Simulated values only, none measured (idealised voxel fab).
You're looking at the process module voxel ribs on slabs.
Section cut is 200 nm wide and gridded with 5 nm square cells.
Cross-section, as written here: a square-cell grid given band by band from the top down, where a band holds one or more rows of cells. This entry defines a band. It first specifies the height of the band's top and the height of its bottom in nm, and then specifies the band's materials from left to right, stating each material with its width in nm. The word "full width" identifies a single material that fills the band from edge to edge, while the word "air" identifies empty space. It should be noted that heights are counted from 0, beneath which the wafer as supplied is of one material throughout, and that the lowest band possesses no lower boundary but continues downward, as written in "0..down". Note: "30->40" means the width goes from the first number (top row of the band) to the second number (bottom row) in equal steps per row of cells. No cell of the cross-section changed in a step that is given as "no alteration". So "Closed empty spaces" is basically the list of trapped voids: any empty space of 8 cells or more that can't reach the top through an opening. They're written width x height at distance, the distance being from the left edge, and it's all nm. Note: text after step settings on the step line = simulator remark on that step. If you see "overlay nm" on a step's line and that step has a mask, it's telling you how far right of where it was planned the mask ended up; a negative number means it went left instead.

# Listed below are the process steps as planned
| 1 | RECEIVE,material Si |
| 2 | DIRECTIONAL_DEP,material SiO2,thk nm 25 |
| 3 | DIRECTIONAL_DEP,material SiN,thk nm 20 |
| 4 | DIRECTIONAL_DEP,material aC,thk nm 10 |
| 5 | PATTERN,tone cover,mask id RIB,material resist,width nm 20,thk nm 30,overlay nm 0 |
| 6 | DIRECTIONAL_ETCH,etch materials aC,depth nm 10 |
| 7 | STRIP,etch materials resist |
| 8 | DIRECTIONAL_ETCH,etch materials SiN,depth nm 10 |
| 9 | STRIP,etch materials aC |
| 10 | PATTERN,tone cover,mask id SLAB,material resist,width nm 70,thk nm 15,overlay nm 0 |
| 11 | DIRECTIONAL_ETCH,etch materials SiN,depth nm 10 |
| 12 | STRIP,etch materials resist |
| 13 | FILL_DEP,material SiO2,thk nm 25 |
| 14 | CMP,height nm 65 |
| 15 | DIRECTIONAL_DEP,material W,thk nm 10 |
| 16 | PATTERN,tone cover,mask id HEATER,material resist,width nm 30,thk nm 20,overlay nm 0 |
| 17 | DIRECTIONAL_ETCH,etch materials W,depth nm 10 |
| 18 | STRIP,etch materials resist |
| 19 | CONFORMAL_DEP,material SiN,thk nm 5 |
What sets these wafers apart? The width nm at step 10. They all start alike, and the plan carries the first wafer's value.

# first wafer as received, after step 1
  0..down: Si full width
  Closed empty spaces: none

# Note: the following table is arranged by wafer, a row apiece. Each row reports the end-of-module state: per material, cells gained (+) or cells lost (-) compared with the wafer as received; closed voids follow
width nm 70, +80 SiN, +484 SiO2, +12 W, Closed empty spaces: none
width nm 75, +82 SiN, +482 SiO2, +12 W, Closed empty spaces: none
width nm 80, +84 SiN, +480 SiO2, +12 W, Closed empty spaces: none
width nm 85, +86 SiN, +478 SiO2, +12 W, Closed empty spaces: none
width nm 90, +88 SiN, +476 SiO2, +12 W, Closed empty spaces: none
width nm 95, +90 SiN, +474 SiO2, +12 W, Closed empty spaces: none
